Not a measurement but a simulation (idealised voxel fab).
The following process module bears the name voxel air gaps.
It is cross-section cut that appears here, measuring 155 nm in width, its square cells being 5 nm in size.
Cross-section spec: square-cell grid; bands listed top down; each band is one or more rows. Band: top and bottom heights (nm) first, top before bottom; then materials from left to right, widths in nm. "all across" marks a sole material filling the band edge to edge. "blank" denotes empty space. Heads up on the height convention: 0 is the point under which the incoming wafer is all one material, and the lowest band has no bottom, it just keeps going down, like "0 and below". A two-number width, for instance "30..40", indicates that the width is equal to the first number in the top row of the band and to the second number in the bottom row, and that it changes by a constant amount per row of cells. Reading "no alteration" for a step: not a cell of the cross-section changed in it. For the entry "Enclosed voids", the listed items are empty spaces with no open way to the top whose size is 8 cells or more; each item follows the pattern width x height at distance, where distance is from the left edge and all three are in nm. Where a step's line continues beyond its settings, the continuation is a remark by the simulator itself on that step. overlay nm: on a step with a mask, how far right of its planned place the mask lay; negative means left.
### Below is the list of planned process steps
| 1 | op RECEIVE | material Si |
| 2 | op CONFORMAL_DEP | material SiO2 | thk nm 15 |
| 3 | op CONFORMAL_DEP | material SiN | thk nm 5 |
| 4 | op DIRECTIONAL_DEP | material lowk | thk nm 35 |
| 5 | op DIRECTIONAL_DEP | material aC | thk nm 10 |
| 6 | op PATTERN | tone open | mask id LINES | material resist | width nm 15 | pitch nm 40 | thk nm 30 | overlay nm -15 |
| 7 | op DIRECTIONAL_ETCH | etch materials aC | depth nm 10 |
| 8 | op STRIP | etch materials resist |
| 9 | op DIRECTIONAL_ETCH | etch materials lowk | depth nm 35 |
| 10 | op STRIP | etch materials aC |
| 11 | op CONFORMAL_DEP | material TiN | thk nm 5 |
| 12 | op FILL_DEP | material Ru | thk nm 5 |
| 13 | op CMP | height nm 55 |
| 14 | op EPI | material Ru | thk nm 10 |
| 15 | op SELECTIVE_ETCH | etch materials lowk | depth nm 45 |
| 16 | op CONFORMAL_DEP | material SiN | thk nm 5 |
The plan's step 6 overlay nm is the first wafer's value; the wafers differ in this setting and start identical.
### Cross-section of the first incoming wafer of several, state after step 1
> 0 and below  Si all across
> Enclosed voids: none
### Once step 16, the last step, is complete, the module is at its end; this is the cross-section of the first of several wafers
> 70 down to 65  SiN 125, then blank 30
> 65 down to 55  SiN 5, then Ru 35, then SiN 5, then Ru 35, then SiN 5, then Ru 35, then SiN 5, then blank 30
> 55 down to 50  SiN 15, then TiN 5, then Ru 5, then TiN 5, then SiN 25, then TiN 5, then Ru 5, then TiN 5, then SiN 25, then TiN 5, then Ru 5, then TiN 5, then SiN 15, then blank 30
> 50 down to 25  blank 10, then SiN 5, then TiN 5, then Ru 5, then TiN 5, then SiN 5, then blank 15, then SiN 5, then TiN 5, then Ru 5, then TiN 5, then SiN 5, then blank 15, then SiN 5, then TiN 5, then Ru 5, then TiN 5, then SiN 5, then blank 40
> 25 down to 20  SiN 15, then TiN 15, then SiN 25, then TiN 15, then SiN 25, then TiN 15, then SiN 45
> 20 down to 15  SiN all across
> 15 down to 0  SiO2 all across
> 0 and below  Si all across
> Enclosed voids: 10 x 25 at 0; 15 x 25 at 35; 15 x 25 at 75
### X-section, last wafer, module end
> 70 down to 65  blank 30, then SiN 125
> 65 down to 55  blank 30, then SiN 5, then Ru 35, then SiN 5, then Ru 35, then SiN 5, then Ru 35, then SiN 5
> 55 down to 50  blank 30, then SiN 15, then TiN 5, then Ru 5, then TiN 5, then SiN 25, then TiN 5, then Ru 5, then TiN 5, then SiN 25, then TiN 5, then Ru 5, then TiN 5, then SiN 15
> 50 down to 25  blank 40, then SiN 5, then TiN 5, then Ru 5, then TiN 5, then SiN 5, then blank 15, then SiN 5, then TiN 5, then Ru 5, then TiN 5, then SiN 5, then blank 15, then SiN 5, then TiN 5, then Ru 5, then TiN 5, then SiN 5, then blank 10
> 25 down to 20  SiN 45, then TiN 15, then SiN 25, then TiN 15, then SiN 25, then TiN 15, then SiN 15
> 20 down to 15  SiN all across
> 15 down to 0  SiO2 all across
> 0 and below  Si all across
> Enclosed voids: 15 x 25 at 65; 15 x 25 at 105; 10 x 25 at 145
### Heads up, this table goes wafer by wafer. A row tells you, at the end of the module, how many cells of each material that wafer has put on (+) or dropped (-) since it was received, and then its closed voids
overlay nm -15; +60 Ru; +132 SiN; +93 SiO2; +45 TiN; Enclosed voids: 10 x 25 at 0; 15 x 25 at 35; 15 x 25 at 75
overlay nm -10; +60 Ru; +132 SiN; +93 SiO2; +45 TiN; Enclosed voids: 15 x 25 at 40; 15 x 25 at 80
overlay nm -5; +60 Ru; +132 SiN; +93 SiO2; +45 TiN; Enclosed voids: 15 x 25 at 45; 15 x 25 at 85
overlay nm 0; +60 Ru; +132 SiN; +93 SiO2; +45 TiN; Enclosed voids: 15 x 25 at 50; 15 x 25 at 90
overlay nm 5; +60 Ru; +132 SiN; +93 SiO2; +45 TiN; Enclosed voids: 15 x 25 at 55; 15 x 25 at 95
overlay nm 10; +60 Ru; +132 SiN; +93 SiO2; +45 TiN; Enclosed voids: 15 x 25 at 60; 15 x 25 at 100
overlay nm 15; +60 Ru; +132 SiN; +93 SiO2; +45 TiN; Enclosed voids: 15 x 25 at 65; 15 x 25 at 105; 10 x 25 at 145
